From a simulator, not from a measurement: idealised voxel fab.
process module | voxel ribs on slabs
cross-section cut | 205 nm wide | cells 5 nm
A cross-section is a grid of square cells, given in bands from the top down. A band is one or more rows of cells.
Each band's line starts with the height of the band's top and of its bottom, in nm. Then come its materials from left to right, each with its width in nm. One material with "throughout" fills the band from edge to edge. "air" is empty space.
Height 0 is the level under which the wafer as received is all one material. The lowest band goes on downwards, as in "0 down".
A width such as "30 to 40" changes by the same amount from each row of cells to the next, from the band's top row to its bottom row.
"no change" after a step means that no cell of the cross-section changed.
closed voids: empty space of 8 cells or more with no open way to the top, each as width x height at its distance from the left edge, in nm
after a step's settings: what the simulator itself notes on the step
overlay nm, on a step with a mask: how far to the right of its planned place the mask lay; to the left if negative
plan
1 op RECEIVE | material Si
2 op DIRECTIONAL_DEP | material SiO2 | thk nm 30
3 op DIRECTIONAL_DEP | material polySi | thk nm 25
4 op MASKED_ETCH | tone cover | mask id RIB | width nm 30 | etch materials polySi | depth nm 5 | overlay nm 0
5 op DIRECTIONAL_DEP | material aC | thk nm 15
6 op PATTERN | tone cover | mask id SLAB | material resist | width nm 70 | thk nm 35 | overlay nm 0
7 op DIRECTIONAL_ETCH | etch materials aC | depth nm 15
8 op STRIP | etch materials resist
9 op DIRECTIONAL_ETCH | etch materials polySi | depth nm 20
10 op STRIP | etch materials aC
11 op FILL_DEP | material SiO2 | thk nm 25
12 op CMP | height nm 70
13 op DIRECTIONAL_DEP | material W | thk nm 10
14 op MASKED_ETCH | tone cover | mask id HEATER | width nm 40 | etch materials W | depth nm 10 | overlay nm 0
15 op CONFORMAL_DEP | material SiN | thk nm 5
as received, after step 1
  0 down: Si throughout
  closed voids: none
a wafer at the end: this start, this plan, one mistake
  85 to 80: air 75 | SiN 50 | air 80
  80 to 75: air 75 | SiN 5 | W 40 | SiN 5 | air 80
  75 to 70: SiN 80 | W 40 | SiN 85
  70 to 25: SiO2 throughout
  25 to 0: polySi throughout
  0 down: Si throughout
  closed voids: none
what went wrong: steps 2 and 3 were swapped
